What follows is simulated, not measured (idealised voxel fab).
You're looking at the process module voxel capacitor over wiring.
Section shown: cut. Width: 260 nm. Cell size: 5 nm, square.
Cross-section format: a grid of square cells, given as bands from top to bottom; each band is one or more rows of cells.
Top height, bottom height, nm. Materials left to right, width each, nm. Single material + "everywhere" = fills band edge to edge. "empty" = empty.
Ref level 0: as-received wafer is one material below here. Bottom band extends down with no lower bound ("z 0 and below").
Quick explanation for "30..40": the width changes in equal steps down the rows of cells, from the first number in the band's top row to the second number in its bottom row.
Where the words "nothing changed" appear for a step, the cross-section shows no cell changed by that step; every cell remained as before.
The entry "Completely enclosed voids" lists the empty spaces that cover at least 8 cells and have no open path to the top. Each is written as width x height at distance, where the distance is measured from the left edge and all three values are in nm.
Note: text after step settings on the step line = simulator remark on that step.
Among the settings permitted on a step's line is "overlay nm"; applied to a step with a mask, it specifies the extent to which the mask lay to the right of its planned position, whereas a negative figure signifies a position to the left.
Pairs ahead. Before: cross-section ahead of one process step. After: cross-section once the step is done, shown to the lowest changed band only. Under each pair: that step, with settings. Caution: pairs may come from different runs of this module on the same starting wafer; a pair follows the pair above only where its "Before-step section" entry says so.

## Before-step section
* z 0 and below: Si everywhere
* Completely enclosed voids: none

## Post-Step Geometry
* z 10 to 0: SiO2 everywhere
* Under the height 0 nothing was changed.
* Completely enclosed voids: none
The structure goes from the before cross-section above to the after cross-section through CONFORMAL_DEP: material SiO2, thk nm 10

Before-step section: check the pair just above; its after cross-section is our before state.

## Post-Step Geometry
* z 15 to 10: SiN everywhere
* Under the height 10 nothing was changed.
* Completely enclosed voids: none
The structure goes from the before cross-section above to the after cross-section through CONFORMAL_DEP: material SiN, thk nm 5

Before-step section: check the pair just above; its after cross-section is our before state.

## Post-Step Geometry
* z 40 to 15: lowk everywhere
* Under the height 15 nothing was changed.
* Completely enclosed voids: none
The structure goes from the before cross-section above to the after cross-section through DIRECTIONAL_DEP: material lowk, thk nm 25

Before-step section: check the pair just above; its after cross-section is our before state.

## Post-Step Geometry
* z 55 to 40: aC everywhere
* Under the height 40 nothing was changed.
* Completely enclosed voids: none
The structure goes from the before cross-section above to the after cross-section through DIRECTIONAL_DEP: material aC, thk nm 15

Before-step section: check the pair just above; its after cross-section is our before state.

## Post-Step Geometry
* z 85 to 55: resist 80 nm | empty 20 nm | resist 60 nm | empty 20 nm | resist 80 nm
* Under the height 55 nothing was changed.
* Completely enclosed voids: none
The structure goes from the before cross-section above to the after cross-section through PATTERN: tone open, mask id METAL_1, material resist, width nm 20, pitch nm 80, thk nm 30, overlay nm 0

Before-step section: check the pair just above; its after cross-section is our before state.

## Post-Step Geometry
* z 70 to 55: resist 80 nm | empty 20 nm | resist 60 nm | empty 20 nm | resist 80 nm
* z 55 to 40: aC 80 nm | empty 20 nm | aC 60 nm | empty 20 nm | aC 80 nm
* Under the height 40 nothing was changed.
* Completely enclosed voids: none
The structure goes from the before cross-section above to the after cross-section through DIRECTIONAL_ETCH: etch materials aC, depth nm 15

Before-step section: check the pair just above; its after cross-section is our before state.

## Post-Step Geometry
* z 55 to 40: aC 80 nm | empty 20 nm | aC 60 nm | empty 20 nm | aC 80 nm
* Under the height 40 nothing was changed.
* Completely enclosed voids: none
The structure goes from the before cross-section above to the after cross-section through STRIP: etch materials resist

Before-step section: check the pair just above; its after cross-section is our before state.

## Post-Step Geometry
* z 55 to 40: aC 80 nm | empty 20 nm | aC 60 nm | empty 20 nm | aC 80 nm
* z 40 to 15: lowk 80 nm | empty 20 nm | lowk 60 nm | empty 20 nm | lowk 80 nm
* Under the height 15 nothing was changed.
* Completely enclosed voids: none
The structure goes from the before cross-section above to the after cross-section through DIRECTIONAL_ETCH: etch materials lowk, depth nm 25

Before-step section: check the pair just above; its after cross-section is our before state.

## Post-Step Geometry
* z 55 to 40: aC 80 nm | empty 20 nm | aC 60 nm | empty 20 nm | aC 80 nm
* z 40 to 15: lowk 80 nm | empty 20 nm | lowk 60 nm | empty 20 nm | lowk 80 nm
* z 15 to 10: SiN 80 nm | empty 20 nm | SiN 60 nm | empty 20 nm | SiN 80 nm
* Under the height 10 nothing was changed.
* Completely enclosed voids: none
The structure goes from the before cross-section above to the after cross-section through DIRECTIONAL_ETCH: etch materials SiN, depth nm 5

Before-step section: check the pair just above; its after cross-section is our before state.

## Post-Step Geometry
* z 40 to 15: lowk 80 nm | empty 20 nm | lowk 60 nm | empty 20 nm | lowk 80 nm
* Under the height 15 nothing was changed.
* Completely enclosed voids: none
The structure goes from the before cross-section above to the after cross-section through STRIP: etch materials aC

Before-step section: check the pair just above; its after cross-section is our before state.

## Post-Step Geometry
* z 45 to 40: TiN 85 nm | empty 10 nm | TiN 70 nm | empty 10 nm | TiN 85 nm
* z 40 to 15: lowk 80 nm | TiN 5 nm | empty 10 nm | TiN 5 nm | lowk 60 nm | TiN 5 nm | empty 10 nm | TiN 5 nm | lowk 80 nm
* z 15 to 10: SiN 80 nm | TiN 20 nm | SiN 60 nm | TiN 20 nm | SiN 80 nm
* Under the height 10 nothing was changed.
* Completely enclosed voids: none
The structure goes from the before cross-section above to the after cross-section through CONFORMAL_DEP: material TiN, thk nm 5

Before-step section: check the pair just above; its after cross-section is our before state.

## Post-Step Geometry
* z 50 to 45: Cu everywhere
* z 45 to 40: TiN 85 nm | Cu 10 nm | TiN 70 nm | Cu 10 nm | TiN 85 nm
* z 40 to 15: lowk 80 nm | TiN 5 nm | Cu 10 nm | TiN 5 nm | lowk 60 nm | TiN 5 nm | Cu 10 nm | TiN 5 nm | lowk 80 nm
* Under the height 15 nothing was changed.
* Completely enclosed voids: none
The structure goes from the before cross-section above to the after cross-section through FILL_DEP: material Cu, thk nm 5

Before-step section: check the pair just above; its after cross-section is our before state.

## Post-Step Geometry
* z 40 to 15: lowk 80 nm | TiN 5 nm | Cu 10 nm | TiN 5 nm | lowk 60 nm | TiN 5 nm | Cu 10 nm | TiN 5 nm | lowk 80 nm
* Under the height 15 nothing was changed.
* Completely enclosed voids: none
The structure goes from the before cross-section above to the after cross-section through CMP: height nm 40

Before-step section: check the pair just above; its after cross-section is our before state.

## Post-Step Geometry
* z 45 to 40: SiCN everywhere
* Under the height 40 nothing was changed.
* Completely enclosed voids: none
The structure goes from the before cross-section above to the after cross-section through CONFORMAL_DEP: material SiCN, thk nm 5

Before-step section: check the pair just above; its after cross-section is our before state.

## Post-Step Geometry
* z 65 to 45: SiO2 everywhere
* Under the height 45 nothing was changed.
* Completely enclosed voids: none
The structure goes from the before cross-section above to the after cross-section through DIRECTIONAL_DEP: material SiO2, thk nm 20

Before-step section: check the pair just above; its after cross-section is our before state.

## Post-Step Geometry
* z 85 to 65: resist 85 nm | empty 15 nm | resist 160 nm
* Under the height 65 nothing was changed.
* Completely enclosed voids: none
The structure goes from the before cross-section above to the after cross-section through PATTERN: tone open, mask id PLUG_1, material resist, width nm 15, thk nm 20, overlay nm 0

Before-step section: check the pair just above; its after cross-section is our before state.

## Post-Step Geometry
* z 85 to 65: resist 85 nm | empty 15 nm | resist 160 nm
* z 65 to 45: SiO2 85 nm | empty 15 nm | SiO2 160 nm
* Under the height 45 nothing was changed.
* Completely enclosed voids: none
The structure goes from the before cross-section above to the after cross-section through DIRECTIONAL_ETCH: etch materials SiO2, depth nm 20

Before-step section: check the pair just above; its after cross-section is our before state.

## Post-Step Geometry
* z 85 to 65: resist 85 nm | empty 15 nm | resist 160 nm
* z 65 to 45: SiO2 85 nm | empty 15 nm | SiO2 160 nm
* z 45 to 40: SiCN 85 nm | empty 15 nm | SiCN 160 nm
* Under the height 40 nothing was changed.
* Completely enclosed voids: none
The structure goes from the before cross-section above to the after cross-section through DIRECTIONAL_ETCH: etch materials SiCN, depth nm 5

Before-step section: check the pair just above; its after cross-section is our before state.

## Post-Step Geometry
* z 65 to 45: SiO2 85 nm | empty 15 nm | SiO2 160 nm
* Under the height 45 nothing was changed.
* Completely enclosed voids: none
The structure goes from the before cross-section above to the after cross-section through STRIP: etch materials resist

Before-step section: check the pair just above; its after cross-section is our before state.

## Post-Step Geometry
* z 65 to 50: SiO2 85 nm | empty 15 nm | SiO2 160 nm
* z 50 to 45: SiO2 85 nm | Ru 15 nm | SiO2 160 nm
* z 45 to 40: SiCN 85 nm | Ru 15 nm | SiCN 160 nm
* Under the height 40 nothing was changed.
* Completely enclosed voids: none
The structure goes from the before cross-section above to the after cross-section through EPI: material Ru, thk nm 10

Before-step section: check the pair just above; its after cross-section is our before state.

## Post-Step Geometry
* z 65 to 60: SiO2 85 nm | empty 15 nm | SiO2 160 nm
* z 60 to 45: SiO2 85 nm | Ru 15 nm | SiO2 160 nm
* Under the height 45 nothing was changed.
* Completely enclosed voids: none
The structure goes from the before cross-section above to the after cross-section through EPI: material Ru, thk nm 10

Before-step section: check the pair just above; its after cross-section is our before state.

## Post-Step Geometry
* z 65 to 45: SiO2 85 nm | Ru 15 nm | SiO2 160 nm
* Under the height 45 nothing was changed.
* Completely enclosed voids: none
The structure goes from the before cross-section above to the after cross-section through EPI: material Ru, thk nm 5

Before-step section: check the pair just above; its after cross-section is our before state.

## Post-Step Geometry
* z 70 to 65: TiN everywhere
* Under the height 65 nothing was changed.
* Completely enclosed voids: none
The structure goes from the before cross-section above to the after cross-section through DIRECTIONAL_DEP: material TiN, thk nm 5

Before-step section: check the pair just above; its after cross-section is our before state.

## Post-Step Geometry
* z 75 to 70: Al2O3 everywhere
* Under the height 70 nothing was changed.
* Completely enclosed voids: none
The structure goes from the before cross-section above to the after cross-section through DIRECTIONAL_DEP: material Al2O3, thk nm 5

Before-step section: check the pair just above; its after cross-section is our before state.

## Post-Step Geometry
* z 80 to 75: TiN everywhere
* Under the height 75 nothing was changed.
* Completely enclosed voids: none
The structure goes from the before cross-section above to the after cross-section through DIRECTIONAL_DEP: material TiN, thk nm 5

Before-step section: check the pair just above; its after cross-section is our before state.

## Post-Step Geometry
* z 100 to 80: empty 85 nm | resist 65 nm | empty 110 nm
* Under the height 80 nothing was changed.
* Completely enclosed voids: none
The structure goes from the before cross-section above to the after cross-section through PATTERN: tone cover, mask id UPPER_PLATE, material resist, width nm 65, thk nm 20, overlay nm 0

Before-step section: check the pair just above; its after cross-section is our before state.

## Post-Step Geometry
* z 100 to 80: empty 85 nm | resist 65 nm | empty 110 nm
* z 80 to 75: empty 85 nm | TiN 65 nm | empty 110 nm
* Under the height 75 nothing was changed.
* Completely enclosed voids: none
The structure goes from the before cross-section above to the after cross-section through DIRECTIONAL_ETCH: etch materials TiN, depth nm 5

Before-step section: check the pair just above; its after cross-section is our before state.

## Post-Step Geometry
* z 100 to 80: empty 85 nm | resist 65 nm | empty 110 nm
* z 80 to 75: empty 85 nm | TiN 65 nm | empty 110 nm
* z 75 to 70: empty 85 nm | Al2O3 65 nm | empty 110 nm
* Under the height 70 nothing was changed.
* Completely enclosed voids: none
The structure goes from the before cross-section above to the after cross-section through DIRECTIONAL_ETCH: etch materials Al2O3, depth nm 5

Before-step section: check the pair just above; its after cross-section is our before state.

## Post-Step Geometry
* z 80 to 75: empty 85 nm | TiN 65 nm | empty 110 nm
* Under the height 75 nothing was changed.
* Completely enclosed voids: none
The structure goes from the before cross-section above to the after cross-section through STRIP: etch materials resist

Before-step section: check the pair just above; its after cross-section is our before state.

## Post-Step Geometry
* z 90 to 80: empty 85 nm | aC 65 nm | empty 110 nm
* z 80 to 75: aC 85 nm | TiN 65 nm | aC 110 nm
* z 75 to 70: aC 85 nm | Al2O3 65 nm | aC 110 nm
* Under the height 70 nothing was changed.
* Completely enclosed voids: none
The structure goes from the before cross-section above to the after cross-section through DIRECTIONAL_DEP: material aC, thk nm 10

Before-step section: check the pair just above; its after cross-section is our before state.

## Post-Step Geometry
* z 115 to 90: empty 80 nm | resist 75 nm | empty 105 nm
* z 90 to 80: empty 80 nm | resist 5 nm | aC 65 nm | resist 5 nm | empty 105 nm
* Under the height 80 nothing was changed.
* Completely enclosed voids: none
The structure goes from the before cross-section above to the after cross-section through PATTERN: tone cover, mask id LOWER_PLATE, material resist, width nm 75, thk nm 25, overlay nm 0

Before-step section: check the pair just above; its after cross-section is our before state.

## Post-Step Geometry
* z 105 to 90: empty 80 nm | resist 75 nm | empty 105 nm
* z 90 to 80: empty 80 nm | resist 5 nm | aC 65 nm | resist 5 nm | empty 105 nm
* z 80 to 75: empty 80 nm | aC 5 nm | TiN 65 nm | aC 5 nm | empty 105 nm
* z 75 to 70: empty 80 nm | aC 5 nm | Al2O3 65 nm | aC 5 nm | empty 105 nm
* Under the height 70 nothing was changed.
* Completely enclosed voids: none
The structure goes from the before cross-section above to the after cross-section through DIRECTIONAL_ETCH: etch materials aC, depth nm 10

Before-step section: check the pair just above; its after cross-section is our before state.

## Post-Step Geometry
* z 90 to 80: empty 85 nm | aC 65 nm | empty 110 nm
* Under the height 80 nothing was changed.
* Completely enclosed voids: none
The structure goes from the before cross-section above to the after cross-section through STRIP: etch materials resist

Before-step section: check the pair just above; its after cross-section is our before state.

## Post-Step Geometry
* z 90 to 80: empty 85 nm | aC 65 nm | empty 110 nm
* z 80 to 75: empty 80 nm | aC 5 nm | TiN 65 nm | aC 5 nm | empty 105 nm
* z 75 to 70: empty 80 nm | aC 5 nm | Al2O3 65 nm | aC 5 nm | empty 105 nm
* z 70 to 65: empty 80 nm | TiN 75 nm | empty 105 nm
* Under the height 65 nothing was changed.
* Completely enclosed voids: none
The structure goes from the before cross-section above to the after cross-section through DIRECTIONAL_ETCH: etch materials TiN, depth nm 5

Before-step section: check the pair just above; its after cross-section is our before state.

## Post-Step Geometry
* z 80 to 75: empty 85 nm | TiN 65 nm | empty 110 nm
* z 75 to 70: empty 85 nm | Al2O3 65 nm | empty 110 nm
* Under the height 70 nothing was changed.
* Completely enclosed voids: none
The structure goes from the before cross-section above to the after cross-section through STRIP: etch materials aC

Before-step section: check the pair just above; its after cross-section is our before state.

## Post-Step Geometry
* z 100 to 80: SiO2 everywhere
* z 80 to 75: SiO2 85 nm | TiN 65 nm | SiO2 110 nm
* z 75 to 70: SiO2 85 nm | Al2O3 65 nm | SiO2 110 nm
* z 70 to 65: SiO2 80 nm | TiN 75 nm | SiO2 105 nm
* Under the height 65 nothing was changed.
* Completely enclosed voids: none
The structure goes from the before cross-section above to the after cross-section through FILL_DEP: material SiO2, thk nm 20

Before-step section: check the pair just above; its after cross-section is our before state.

## Post-Step Geometry
* z 95 to 80: SiO2 everywhere
* Under the height 80 nothing was changed.
* Completely enclosed voids: none
The structure goes from the before cross-section above to the after cross-section through CMP: height nm 95

Before-step section: check the pair just above; its after cross-section is our before state.

## Post-Step Geometry
* z 110 to 95: aC everywhere
* Under the height 95 nothing was changed.
* Completely enclosed voids: none
The structure goes from the before cross-section above to the after cross-section through DIRECTIONAL_DEP: material aC, thk nm 15

Before-step section: check the pair just above; its after cross-section is our before state.

## Post-Step Geometry
* z 140 to 110: resist 95 nm | empty 15 nm | resist 150 nm
* Under the height 110 nothing was changed.
* Completely enclosed voids: none
The structure goes from the before cross-section above to the after cross-section through PATTERN: tone open, mask id PLUG_2, material resist, width nm 15, thk nm 30, overlay nm 0

Before-step section: check the pair just above; its after cross-section is our before state.

## Post-Step Geometry
* z 125 to 110: resist 95 nm | empty 15 nm | resist 150 nm
* z 110 to 95: aC 95 nm | empty 15 nm | aC 150 nm
* Under the height 95 nothing was changed.
* Completely enclosed voids: none
The structure goes from the before cross-section above to the after cross-section through DIRECTIONAL_ETCH: etch materials aC, depth nm 15

Before-step section: check the pair just above; its after cross-section is our before state.

## Post-Step Geometry
* z 110 to 95: aC 95 nm | empty 15 nm | aC 150 nm
* Under the height 95 nothing was changed.
* Completely enclosed voids: none
The structure goes from the before cross-section above to the after cross-section through STRIP: etch materials resist

Before-step section: check the pair just above; its after cross-section is our before state.

## Post-Step Geometry
* z 110 to 95: aC 95 nm | empty 15 nm | aC 150 nm
* z 95 to 80: SiO2 95 nm | empty 15 nm | SiO2 150 nm
* Under the height 80 nothing was changed.
* Completely enclosed voids: none
The structure goes from the before cross-section above to the after cross-section through DIRECTIONAL_ETCH: etch materials SiO2, depth nm 15

Before-step section: check the pair just above; its after cross-section is our before state.

## Post-Step Geometry
* z 95 to 80: SiO2 95 nm | empty 15 nm | SiO2 150 nm
* Under the height 80 nothing was changed.
* Completely enclosed voids: none
The structure goes from the before cross-section above to the after cross-section through STRIP: etch materials aC

Before-step section: check the pair just above; its after cross-section is our before state.

## Post-Step Geometry
* z 100 to 95: TiN 100 nm | empty 5 nm | TiN 155 nm
* z 95 to 85: SiO2 95 nm | TiN 5 nm | empty 5 nm | TiN 5 nm | SiO2 150 nm
* z 85 to 75: SiO2 95..85 nm | TiN 15..65 nm | SiO2 150..110 nm
* Under the height 75 nothing was changed.
* Completely enclosed voids: none
The structure goes from the before cross-section above to the after cross-section through CONFORMAL_DEP: material TiN, thk nm 5

Before-step section: check the pair just above; its after cross-section is our before state.

## Post-Step Geometry
* z 110 to 100: Cu everywhere
* z 100 to 95: TiN 100 nm | Cu 5 nm | TiN 155 nm
* z 95 to 85: SiO2 95 nm | TiN 5 nm | Cu 5 nm | TiN 5 nm | SiO2 150 nm
* Under the height 85 nothing was changed.
* Completely enclosed voids: none
The structure goes from the before cross-section above to the after cross-section through FILL_DEP: material Cu, thk nm 10

Before-step section: check the pair just above; its after cross-section is our before state.

## Post-Step Geometry
* z 95 to 85: SiO2 95 nm | TiN 5 nm | Cu 5 nm | TiN 5 nm | SiO2 150 nm
* Under the height 85 nothing was changed.
* Completely enclosed voids: none
The structure goes from the before cross-section above to the after cross-section through CMP: height nm 95

Before-step section: check the pair just above; its after cross-section is our before state.

## Post-Step Geometry
* z 100 to 95: SiN everywhere
* Under the height 95 nothing was changed.
* Completely enclosed voids: none
The structure goes from the before cross-section above to the after cross-section through CONFORMAL_DEP: material SiN, thk nm 5

## Before-step section
* z 65 to 50: SiO2 85 nm | empty 15 nm | SiO2 160 nm
* z 50 to 45: SiO2 85 nm | Ru 15 nm | SiO2 160 nm
* z 45 to 40: SiCN 85 nm | Ru 15 nm | SiCN 160 nm
* z 40 to 15: lowk 80 nm | TiN 5 nm | Cu 10 nm | TiN 5 nm | lowk 60 nm | TiN 5 nm | Cu 10 nm | TiN 5 nm | lowk 80 nm
* z 15 to 10: SiN 80 nm | TiN 20 nm | SiN 60 nm | TiN 20 nm | SiN 80 nm
* z 10 to 0: SiO2 everywhere
* z 0 and below: Si everywhere
* Completely enclosed voids: none

## Post-Step Geometry
* z 65 to 55: SiO2 85 nm | empty 15 nm | SiO2 160 nm
* z 55 to 45: SiO2 85 nm | Ru 15 nm | SiO2 160 nm
* Under the height 45 nothing was changed.
* Completely enclosed voids: none
The structure goes from the before cross-section above to the after cross-section through EPI: material Ru, thk nm 5

Before-step section: check the pair just above; its after cross-section is our before state.

## Post-Step Geometry
* z 70 to 65: TiN 85 nm | empty 15 nm | TiN 160 nm
* z 65 to 60: SiO2 85 nm | empty 15 nm | SiO2 160 nm
* z 60 to 55: SiO2 85 nm | TiN 15 nm | SiO2 160 nm
* Under the height 55 nothing was changed.
* Completely enclosed voids: none
The structure goes from the before cross-section above to the after cross-section through DIRECTIONAL_DEP: material TiN, thk nm 5

Before-step section: check the pair just above; its after cross-section is our before state.

## Post-Step Geometry
* z 75 to 70: Al2O3 85 nm | empty 15 nm | Al2O3 160 nm
* z 70 to 65: TiN 85 nm | empty 15 nm | TiN 160 nm
* z 65 to 60: SiO2 85 nm | Al2O3 15 nm | SiO2 160 nm
* Under the height 60 nothing was changed.
* Completely enclosed voids: none
The structure goes from the before cross-section above to the after cross-section through DIRECTIONAL_DEP: material Al2O3, thk nm 5

Before-step section: check the pair just above; its after cross-section is our before state.

## Post-Step Geometry
* z 80 to 75: TiN 85 nm | empty 15 nm | TiN 160 nm
* z 75 to 70: Al2O3 85 nm | empty 15 nm | Al2O3 160 nm
* z 70 to 65: TiN everywhere
* Under the height 65 nothing was changed.
* Completely enclosed voids: none
The structure goes from the before cross-section above to the after cross-section through DIRECTIONAL_DEP: material TiN, thk nm 5

Before-step section: check the pair just above; its after cross-section is our before state.

## Post-Step Geometry
* z 100 to 80: empty 85 nm | resist 65 nm | empty 110 nm
* z 80 to 75: TiN 85 nm | resist 15 nm | TiN 160 nm
* z 75 to 70: Al2O3 85 nm | resist 15 nm | Al2O3 160 nm
* Under the height 70 nothing was changed.
* Completely enclosed voids: none
The structure goes from the before cross-section above to the after cross-section through PATTERN: tone cover, mask id UPPER_PLATE, material resist, width nm 65, thk nm 20, overlay nm 0

Before-step section: check the pair just above; its after cross-section is our before state.

## Post-Step Geometry
* z 100 to 80: empty 85 nm | resist 65 nm | empty 110 nm
* z 80 to 75: empty 85 nm | resist 15 nm | TiN 50 nm | empty 110 nm
* Under the height 75 nothing was changed.
* Completely enclosed voids: none
The structure goes from the before cross-section above to the after cross-section through DIRECTIONAL_ETCH: etch materials TiN, depth nm 5

Before-step section: check the pair just above; its after cross-section is our before state.

## Post-Step Geometry
* z 100 to 80: empty 85 nm | resist 65 nm | empty 110 nm
* z 80 to 75: empty 85 nm | resist 15 nm | TiN 50 nm | empty 110 nm
* z 75 to 70: empty 85 nm | resist 15 nm | Al2O3 50 nm | empty 110 nm
* Under the height 70 nothing was changed.
* Completely enclosed voids: none
The structure goes from the before cross-section above to the after cross-section through DIRECTIONAL_ETCH: etch materials Al2O3, depth nm 5

Before-step section: check the pair just above; its after cross-section is our before state.

## Post-Step Geometry
* z 80 to 75: empty 100 nm | TiN 50 nm | empty 110 nm
* z 75 to 70: empty 100 nm | Al2O3 50 nm | empty 110 nm
* Under the height 70 nothing was changed.
* Completely enclosed voids: none
The structure goes from the before cross-section above to the after cross-section through STRIP: etch materials resist

Before-step section: check the pair just above; its after cross-section is our before state.

## Post-Step Geometry
* z 90 to 80: empty 100 nm | aC 50 nm | empty 110 nm
* z 80 to 75: aC 100 nm | TiN 50 nm | aC 110 nm
* z 75 to 70: aC 100 nm | Al2O3 50 nm | aC 110 nm
* Under the height 70 nothing was changed.
* Completely enclosed voids: none
The structure goes from the before cross-section above to the after cross-section through DIRECTIONAL_DEP: material aC, thk nm 10

Before-step section: check the pair just above; its after cross-section is our before state.

## Post-Step Geometry
* z 115 to 90: empty 80 nm | resist 75 nm | empty 105 nm
* z 90 to 80: empty 80 nm | resist 20 nm | aC 50 nm | resist 5 nm | empty 105 nm
* Under the height 80 nothing was changed.
* Completely enclosed voids: none
The structure goes from the before cross-section above to the after cross-section through PATTERN: tone cover, mask id LOWER_PLATE, material resist, width nm 75, thk nm 25, overlay nm 0

Before-step section: check the pair just above; its after cross-section is our before state.

## Post-Step Geometry
* z 105 to 90: empty 80 nm | resist 75 nm | empty 105 nm
* z 90 to 80: empty 80 nm | resist 20 nm | aC 50 nm | resist 5 nm | empty 105 nm
* z 80 to 75: empty 80 nm | aC 20 nm | TiN 50 nm | aC 5 nm | empty 105 nm
* z 75 to 70: empty 80 nm | aC 20 nm | Al2O3 50 nm | aC 5 nm | empty 105 nm
* Under the height 70 nothing was changed.
* Completely enclosed voids: none
The structure goes from the before cross-section above to the after cross-section through DIRECTIONAL_ETCH: etch materials aC, depth nm 10

Before-step section: check the pair just above; its after cross-section is our before state.

## Post-Step Geometry
* z 90 to 80: empty 100 nm | aC 50 nm | empty 110 nm
* Under the height 80 nothing was changed.
* Completely enclosed voids: none
The structure goes from the before cross-section above to the after cross-section through STRIP: etch materials resist

Before-step section: check the pair just above; its after cross-section is our before state.

## Post-Step Geometry
* z 90 to 80: empty 100 nm | aC 50 nm | empty 110 nm
* z 80 to 75: empty 80 nm | aC 20 nm | TiN 50 nm | aC 5 nm | empty 105 nm
* z 75 to 70: empty 80 nm | aC 20 nm | Al2O3 50 nm | aC 5 nm | empty 105 nm
* z 70 to 65: empty 80 nm | TiN 75 nm | empty 105 nm
* Under the height 65 nothing was changed.
* Completely enclosed voids: none
The structure goes from the before cross-section above to the after cross-section through DIRECTIONAL_ETCH: etch materials TiN, depth nm 5

Before-step section: check the pair just above; its after cross-section is our before state.

## Post-Step Geometry
* z 80 to 75: empty 100 nm | TiN 50 nm | empty 110 nm
* z 75 to 70: empty 100 nm | Al2O3 50 nm | empty 110 nm
* Under the height 70 nothing was changed.
* Completely enclosed voids: none
The structure goes from the before cross-section above to the after cross-section through STRIP: etch materials aC

Before-step section: check the pair just above; its after cross-section is our before state.

## Post-Step Geometry
* z 100 to 80: SiO2 everywhere
* z 80 to 75: SiO2 100 nm | TiN 50 nm | SiO2 110 nm
* z 75 to 70: SiO2 100 nm | Al2O3 50 nm | SiO2 110 nm
* z 70 to 65: SiO2 80 nm | TiN 75 nm | SiO2 105 nm
* Under the height 65 nothing was changed.
* Completely enclosed voids: none
The structure goes from the before cross-section above to the after cross-section through FILL_DEP: material SiO2, thk nm 20

Before-step section: check the pair just above; its after cross-section is our before state.

## Post-Step Geometry
* z 95 to 80: SiO2 everywhere
* Under the height 80 nothing was changed.
* Completely enclosed voids: none
The structure goes from the before cross-section above to the after cross-section through CMP: height nm 95

Before-step section: check the pair just above; its after cross-section is our before state.

## Post-Step Geometry
* z 110 to 95: aC everywhere
* Under the height 95 nothing was changed.
* Completely enclosed voids: none
The structure goes from the before cross-section above to the after cross-section through DIRECTIONAL_DEP: material aC, thk nm 15

Before-step section: check the pair just above; its after cross-section is our before state.

## Post-Step Geometry
* z 140 to 110: resist 95 nm | empty 15 nm | resist 150 nm
* Under the height 110 nothing was changed.
* Completely enclosed voids: none
The structure goes from the before cross-section above to the after cross-section through PATTERN: tone open, mask id PLUG_2, material resist, width nm 15, thk nm 30, overlay nm 0

Before-step section: check the pair just above; its after cross-section is our before state.

## Post-Step Geometry
* z 125 to 110: resist 95 nm | empty 15 nm | resist 150 nm
* z 110 to 95: aC 95 nm | empty 15 nm | aC 150 nm
* Under the height 95 nothing was changed.
* Completely enclosed voids: none
The structure goes from the before cross-section above to the after cross-section through DIRECTIONAL_ETCH: etch materials aC, depth nm 15

Before-step section: check the pair just above; its after cross-section is our before state.

## Post-Step Geometry
* z 110 to 95: aC 95 nm | empty 15 nm | aC 150 nm
* Under the height 95 nothing was changed.
* Completely enclosed voids: none
The structure goes from the before cross-section above to the after cross-section through STRIP: etch materials resist

Before-step section: check the pair just above; its after cross-section is our before state.

## Post-Step Geometry
* z 110 to 95: aC 95 nm | empty 15 nm | aC 150 nm
* z 95 to 80: SiO2 95 nm | empty 15 nm | SiO2 150 nm
* Under the height 80 nothing was changed.
* Completely enclosed voids: none
The structure goes from the before cross-section above to the after cross-section through DIRECTIONAL_ETCH: etch materials SiO2, depth nm 15

Before-step section: check the pair just above; its after cross-section is our before state.

## Post-Step Geometry
* z 95 to 80: SiO2 95 nm | empty 15 nm | SiO2 150 nm
* Under the height 80 nothing was changed.
* Completely enclosed voids: none
The structure goes from the before cross-section above to the after cross-section through STRIP: etch materials aC

Before-step section: check the pair just above; its after cross-section is our before state.

## Post-Step Geometry
* z 100 to 95: TiN 100 nm | empty 5 nm | TiN 155 nm
* z 95 to 85: SiO2 95 nm | TiN 5 nm | empty 5 nm | TiN 5 nm | SiO2 150 nm
* z 85 to 75: SiO2 95..100 nm | TiN 15..50 nm | SiO2 150..110 nm
* Under the height 75 nothing was changed.
* Completely enclosed voids: none
The structure goes from the before cross-section above to the after cross-section through CONFORMAL_DEP: material TiN, thk nm 5

Before-step section: check the pair just above; its after cross-section is our before state.

## Post-Step Geometry
* z 110 to 100: Cu everywhere
* z 100 to 95: TiN 100 nm | Cu 5 nm | TiN 155 nm
* z 95 to 85: SiO2 95 nm | TiN 5 nm | Cu 5 nm | TiN 5 nm | SiO2 150 nm
* Under the height 85 nothing was changed.
* Completely enclosed voids: none
The structure goes from the before cross-section above to the after cross-section through FILL_DEP: material Cu, thk nm 10

Before-step section: check the pair just above; its after cross-section is our before state.

## Post-Step Geometry
* z 95 to 85: SiO2 95 nm | TiN 5 nm | Cu 5 nm | TiN 5 nm | SiO2 150 nm
* Under the height 85 nothing was changed.
* Completely enclosed voids: none
The structure goes from the before cross-section above to the after cross-section through CMP: height nm 95

Before-step section: check the pair just above; its after cross-section is our before state.

## Post-Step Geometry
* z 100 to 95: SiN everywhere
* Under the height 95 nothing was changed.
* Completely enclosed voids: none
The structure goes from the before cross-section above to the after cross-section through CONFORMAL_DEP: material SiN, thk nm 5

## Before-step section
* z 65 to 45: SiO2 everywhere
* z 45 to 40: SiCN everywhere
* z 40 to 15: lowk 80 nm | TiN 5 nm | Cu 10 nm | TiN 5 nm | lowk 60 nm | TiN 5 nm | Cu 10 nm | TiN 5 nm | lowk 80 nm
* z 15 to 10: SiN 80 nm | TiN 20 nm | SiN 60 nm | TiN 20 nm | SiN 80 nm
* z 10 to 0: SiO2 everywhere
* z 0 and below: Si everywhere
* Completely enclosed voids: none

## Post-Step Geometry
* z 85 to 45: SiO2 everywhere
* Under the height 45 nothing was changed.
* Completely enclosed voids: none
The structure goes from the before cross-section above to the after cross-section through DIRECTIONAL_DEP: material SiO2, thk nm 20

Before-step section: check the pair just above; its after cross-section is our before state.

## Post-Step Geometry
* z 105 to 85: resist 85 nm | empty 15 nm | resist 160 nm
* Under the height 85 nothing was changed.
* Completely enclosed voids: none
The structure goes from the before cross-section above to the after cross-section through PATTERN: tone open, mask id PLUG_1, material resist, width nm 15, thk nm 20, overlay nm 0

Before-step section: check the pair just above; its after cross-section is our before state.

## Post-Step Geometry
* z 105 to 85: resist 85 nm | empty 15 nm | resist 160 nm
* z 85 to 65: SiO2 85 nm | empty 15 nm | SiO2 160 nm
* Under the height 65 nothing was changed.
* Completely enclosed voids: none
The structure goes from the before cross-section above to the after cross-section through DIRECTIONAL_ETCH: etch materials SiO2, depth nm 20

Before-step section: check the pair just above; its after cross-section is our before state.

## Post-Step Geometry
* z 85 to 65: SiO2 85 nm | empty 15 nm | SiO2 160 nm
* Under the height 65 nothing was changed.
* Completely enclosed voids: none
The structure goes from the before cross-section above to the after cross-section through STRIP: etch materials resist
